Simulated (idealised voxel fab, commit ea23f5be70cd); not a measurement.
process module | voxel gate over fins
cross-section cut | 265 nm wide | cells 5 nm
A cross-section is a grid of square cells, given in bands from the top down. A band is one or more rows of cells.
Each band's line starts with the height of the band's top and of its bottom, in nm. Then come its materials from left to right, each with its width in nm. One material with "throughout" fills the band from edge to edge. "air" is empty space.
Height 0 is the level under which the wafer as received is all one material. The lowest band goes on downwards, as in "0 down".
A width such as "30 to 40" changes by the same amount from each row of cells to the next, from the band's top row to its bottom row.
"no change" after a step means that no cell of the cross-section changed.
closed voids: empty space of 8 cells or more with no open way to the top, each as width x height at its distance from the left edge, in nm
after a step's settings: what the simulator itself notes on the step
overlay nm, on a step with a mask: how far to the right of its planned place the mask lay; to the left if negative
plan
1 op RECEIVE | material Si
2 op CONFORMAL_DEP | material SiN | thk nm 10
3 op DIRECTIONAL_DEP | material aC | thk nm 10
4 op PATTERN | tone cover | mask id FINS | material resist | width nm 15 | pitch nm 50 | thk nm 25 | overlay nm 0
5 op DIRECTIONAL_ETCH | etch materials aC | depth nm 10
6 op STRIP | etch materials resist
7 op DIRECTIONAL_ETCH | etch materials SiN | depth nm 10
8 op DIRECTIONAL_ETCH | etch materials Si | depth nm 30
9 op STRIP | etch materials aC
10 op FILL_DEP | material SiO2 | thk nm 15
11 op CMP | height nm 10
12 op PATTERN | tone open | mask id RAIL | material resist | width nm 15 | thk nm 20 | overlay nm 0
13 op DIRECTIONAL_ETCH | etch materials SiO2 | depth nm 35
14 op STRIP | etch materials resist
15 op CONFORMAL_DEP | material TiN | thk nm 5
16 op FILL_DEP | material Ru | thk nm 5
17 op CMP | height nm 10
18 op SELECTIVE_ETCH | etch materials W Ru TiN | depth nm 25
19 op FILL_DEP | material SiO2 | thk nm 5
20 op CMP | height nm 10
21 op SELECTIVE_ETCH | etch materials SiO2 | depth nm 20
22 op STRIP | etch materials SiN
23 op CONFORMAL_DEP | material HfO2 | thk nm 5
24 op CONFORMAL_DEP | material TiN | thk nm 5
25 op CONFORMAL_DEP | material TiAl | thk nm 5
26 op CONFORMAL_DEP | material TiN | thk nm 5
27 op FILL_DEP | material W | thk nm 10
28 op CMP | height nm 25
29 op CONFORMAL_DEP | material SiN | thk nm 5
as received, after step 1
  0 down: Si throughout
  closed voids: none
first wafer at the end, as planned
  30 to 25: SiN throughout
  25 to 20: W throughout
  20 to 15: W 55 | TiN 155 | W 55
  15 to 10: W 55 | TiN 5 | TiAl 45 | TiN 5 | TiAl 45 | TiN 5 | TiAl 45 | TiN 5 | W 55
  10 to 5: TiN 60 | TiAl 5 | TiN 35 | TiAl 5 | TiN 5 | TiAl 5 | TiN 35 | TiAl 5 | TiN 5 | TiAl 5 | TiN 35 | TiAl 5 | TiN 60
  5 to 0: TiAl 65 | TiN 5 | HfO2 25 | TiN 5 | TiAl 15 | TiN 5 | HfO2 25 | TiN 5 | TiAl 15 | TiN 5 | HfO2 25 | TiN 5 | TiAl 65
  0 to -5: TiN 70 | HfO2 5 | Si 15 | HfO2 5 | TiN 25 | HfO2 5 | Si 15 | HfO2 5 | TiN 25 | HfO2 5 | Si 15 | HfO2 5 | TiN 70
  -5 to -10: HfO2 75 | Si 15 | HfO2 35 | Si 15 | HfO2 35 | Si 15 | HfO2 75
  -10 to -15: SiO2 75 | Si 15 | SiO2 35 | Si 15 | SiO2 35 | Si 15 | SiO2 75
  -15 to -20: SiO2 75 | Si 15 | SiO2 10 | TiN 5 | Ru 5 | TiN 5 | SiO2 10 | Si 15 | SiO2 35 | Si 15 | SiO2 75
  -20 to -25: SiO2 75 | Si 15 | SiO2 10 | TiN 15 | SiO2 10 | Si 15 | SiO2 35 | Si 15 | SiO2 75
  -25 to -30: SiO2 75 | Si 15 | SiO2 35 | Si 15 | SiO2 35 | Si 15 | SiO2 75
  -30 down: Si throughout
  closed voids: none
second wafer at the end: like start, like plan, one mistake
  30 to 25: SiN throughout
  25 to 20: W throughout
  20 to 15: W 55 | TiN 155 | W 55
  15 to 10: W 55 | TiN 5 | TiAl 45 | TiN 5 | TiAl 45 | TiN 5 | TiAl 45 | TiN 5 | W 55
  10 to 5: TiN 60 | TiAl 5 | TiN 35 | TiAl 5 | TiN 5 | TiAl 5 | TiN 35 | TiAl 5 | TiN 5 | TiAl 5 | TiN 35 | TiAl 5 | TiN 60
  5 to 0: TiAl 65 | TiN 5 | HfO2 25 | TiN 5 | TiAl 15 | TiN 5 | HfO2 25 | TiN 5 | TiAl 15 | TiN 5 | HfO2 25 | TiN 5 | TiAl 65
  0 to -5: TiN 70 | HfO2 5 | Si 15 | HfO2 5 | TiN 25 | HfO2 5 | Si 15 | HfO2 5 | TiN 25 | HfO2 5 | Si 15 | HfO2 5 | TiN 70
  -5 to -10: HfO2 75 | Si 15 | HfO2 35 | Si 15 | HfO2 35 | Si 15 | HfO2 75
  -10 to -15: SiO2 75 | Si 15 | SiO2 35 | Si 15 | SiO2 35 | Si 15 | SiO2 75
  -15 to -20: SiO2 75 | Si 15 | SiO2 10 | TiN 5 | Ru 5 | TiN 5 | SiO2 10 | Si 15 | SiO2 35 | Si 15 | SiO2 75
  -20 to -25: SiO2 75 | Si 15 | SiO2 10 | TiN 15 | SiO2 10 | Si 15 | SiO2 35 | Si 15 | SiO2 75
  -25 to -60: SiO2 75 | Si 15 | SiO2 35 | Si 15 | SiO2 35 | Si 15 | SiO2 75
  -60 down: Si throughout
  closed voids: none
what went wrong: step 8 was run twice
at the end the second wafer has, in cells: 264 fewer of Si | 264 more of SiO2
